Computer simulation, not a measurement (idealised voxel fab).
The following process module bears the name voxel gate over fins.
Displayed cross-section: cut, width of 225 nm, square cells sized 5 nm.
Square cells in a grid make up a cross-section in this document, and the grid is given as bands, listed from the top down, each one or more rows of cells. Heads up on the band format: heights come first, top then bottom, in nm. After that it's the materials left to right, each with its width in nm. A single material flagged "full width" fills the whole band edge to edge, and "empty" means there's empty space there. For the purposes of this specification, 0 denotes the height below which the wafer in its as-received condition is composed wholly of one material, and the lowermost band, lacking a lower limit, extends downward without end, as expressed in "top 0, no bottom". Per-row width for "30..40": begins at first number (top row of band), ends at second number (bottom row), increment between rows held constant. "stayed the same" for a step: no cell of the cross-section changed in that step. Basically, "Fully closed voids" tells you about the enclosed voids: empty spaces with no open way to the top, 8 cells or bigger, each written width x height at distance, where distance is from the left edge, all in nm. That trailing text on a step's line, after the settings, is the simulator's own remark on the step. "overlay nm" answers the question of how far to the right of plan the mask lay on a step that has a mask, and when it is negative the answer is to the left.
So here's the lineup of process steps we planned
1,RECEIVE: material Si
2,CONFORMAL_DEP: material SiN, thk nm 10
3,PATTERN: tone cover, mask id FINS, material resist, width nm 15, pitch nm 35, thk nm 20, overlay nm -15
4,DIRECTIONAL_ETCH: etch materials SiN, depth nm 10
5,DIRECTIONAL_ETCH: etch materials Si, depth nm 30
6,STRIP: etch materials resist
7,OXIDIZE: depth nm 5
8,FILL_DEP: material SiO2, thk nm 10
9,CMP: height nm 10
10,SELECTIVE_ETCH: etch materials SiO2, depth nm 25
11,STRIP: etch materials SiN
12,CONFORMAL_DEP: material HfO2, thk nm 5
13,CONFORMAL_DEP: material TiN, thk nm 5
14,CONFORMAL_DEP: material TiAl, thk nm 5
15,CONFORMAL_DEP: material TiN, thk nm 5
16,FILL_DEP: material W, thk nm 15
17,CMP: height nm 30
18,CONFORMAL_DEP: material SiN, thk nm 10
Variable across wafers: step 3 overlay nm (plan value is that of the first wafer; starting state common to all).
As received, i.e. after step 1: cross-section through the first of several wafers
* top 0, no bottom  Si full width
* Fully closed voids: none
Cross-section after step 18, the final step of the module, for the first of several wafers
* top 40, bottom 30  SiN full width
* top 30, bottom 20  W full width
* top 20, bottom 15  W 40 nm, TiN 115 nm, W 70 nm
* top 15, bottom 10  W 40 nm, TiN 5 nm, TiAl 105 nm, TiN 5 nm, W 70 nm
* top 10, bottom 5  W 40 nm, TiN 5 nm, TiAl 5 nm, TiN 25 nm, TiAl 10 nm, TiN 25 nm, TiAl 10 nm, TiN 25 nm, TiAl 5 nm, TiN 5 nm, W 70 nm
* top 5, bottom 0  TiN 45 nm, TiAl 5 nm, TiN 5 nm, HfO2 15 nm, TiN 5 nm, TiAl 10 nm, TiN 5 nm, HfO2 15 nm, TiN 5 nm, TiAl 10 nm, TiN 5 nm, HfO2 15 nm, TiN 5 nm, TiAl 5 nm, TiN 75 nm
* top 0, bottom -5  TiAl 50 nm, TiN 5 nm, HfO2 5 nm, Si 5 nm, HfO2 5 nm, TiN 5 nm, TiAl 10 nm, TiN 5 nm, HfO2 5 nm, Si 5 nm, HfO2 5 nm, TiN 5 nm, TiAl 10 nm, TiN 5 nm, HfO2 5 nm, Si 5 nm, HfO2 5 nm, TiN 5 nm, TiAl 80 nm
* top -5, bottom -10  TiN 55 nm, HfO2 5 nm, Si 5 nm, HfO2 5 nm, TiN 20 nm, HfO2 5 nm, Si 5 nm, HfO2 5 nm, TiN 20 nm, HfO2 5 nm, Si 5 nm, HfO2 5 nm, TiN 85 nm
* top -10, bottom -15  HfO2 60 nm, Si 5 nm, HfO2 30 nm, Si 5 nm, HfO2 30 nm, Si 5 nm, HfO2 90 nm
* top -15, bottom -35  SiO2 60 nm, Si 5 nm, SiO2 30 nm, Si 5 nm, SiO2 30 nm, Si 5 nm, SiO2 90 nm
* top -35, no bottom  Si full width
* Fully closed voids: none
The module's end: a cross-section of the last wafer
* top 40, bottom 30  SiN full width
* top 30, bottom 20  W full width
* top 20, bottom 15  W 70 nm, TiN 115 nm, W 40 nm
* top 15, bottom 10  W 70 nm, TiN 5 nm, TiAl 105 nm, TiN 5 nm, W 40 nm
* top 10, bottom 5  W 70 nm, TiN 5 nm, TiAl 5 nm, TiN 25 nm, TiAl 10 nm, TiN 25 nm, TiAl 10 nm, TiN 25 nm, TiAl 5 nm, TiN 5 nm, W 40 nm
* top 5, bottom 0  TiN 75 nm, TiAl 5 nm, TiN 5 nm, HfO2 15 nm, TiN 5 nm, TiAl 10 nm, TiN 5 nm, HfO2 15 nm, TiN 5 nm, TiAl 10 nm, TiN 5 nm, HfO2 15 nm, TiN 5 nm, TiAl 5 nm, TiN 45 nm
* top 0, bottom -5  TiAl 80 nm, TiN 5 nm, HfO2 5 nm, Si 5 nm, HfO2 5 nm, TiN 5 nm, TiAl 10 nm, TiN 5 nm, HfO2 5 nm, Si 5 nm, HfO2 5 nm, TiN 5 nm, TiAl 10 nm, TiN 5 nm, HfO2 5 nm, Si 5 nm, HfO2 5 nm, TiN 5 nm, TiAl 50 nm
* top -5, bottom -10  TiN 85 nm, HfO2 5 nm, Si 5 nm, HfO2 5 nm, TiN 20 nm, HfO2 5 nm, Si 5 nm, HfO2 5 nm, TiN 20 nm, HfO2 5 nm, Si 5 nm, HfO2 5 nm, TiN 55 nm
* top -10, bottom -15  HfO2 90 nm, Si 5 nm, HfO2 30 nm, Si 5 nm, HfO2 30 nm, Si 5 nm, HfO2 60 nm
* top -15, bottom -35  SiO2 90 nm, Si 5 nm, SiO2 30 nm, Si 5 nm, SiO2 30 nm, Si 5 nm, SiO2 60 nm
* top -35, no bottom  Si full width
* Fully closed voids: none
Row per wafer, end-of-module: cell gain (+)/loss (-) by material since the wafer came in, then closed voids
overlay nm -15; +63 HfO2; -294 Si; +90 SiN; +168 SiO2; +63 TiAl; +114 TiN; +156 W; Fully closed voids: none
overlay nm -10; +63 HfO2; -294 Si; +90 SiN; +168 SiO2; +63 TiAl; +114 TiN; +156 W; Fully closed voids: none
overlay nm -5; +63 HfO2; -294 Si; +90 SiN; +168 SiO2; +63 TiAl; +114 TiN; +156 W; Fully closed voids: none
overlay nm 0; +63 HfO2; -294 Si; +90 SiN; +168 SiO2; +63 TiAl; +114 TiN; +156 W; Fully closed voids: none
overlay nm 5; +63 HfO2; -294 Si; +90 SiN; +168 SiO2; +63 TiAl; +114 TiN; +156 W; Fully closed voids: none
overlay nm 10; +63 HfO2; -294 Si; +90 SiN; +168 SiO2; +63 TiAl; +114 TiN; +156 W; Fully closed voids: none
overlay nm 15; +63 HfO2; -294 Si; +90 SiN; +168 SiO2; +63 TiAl; +114 TiN; +156 W; Fully closed voids: none
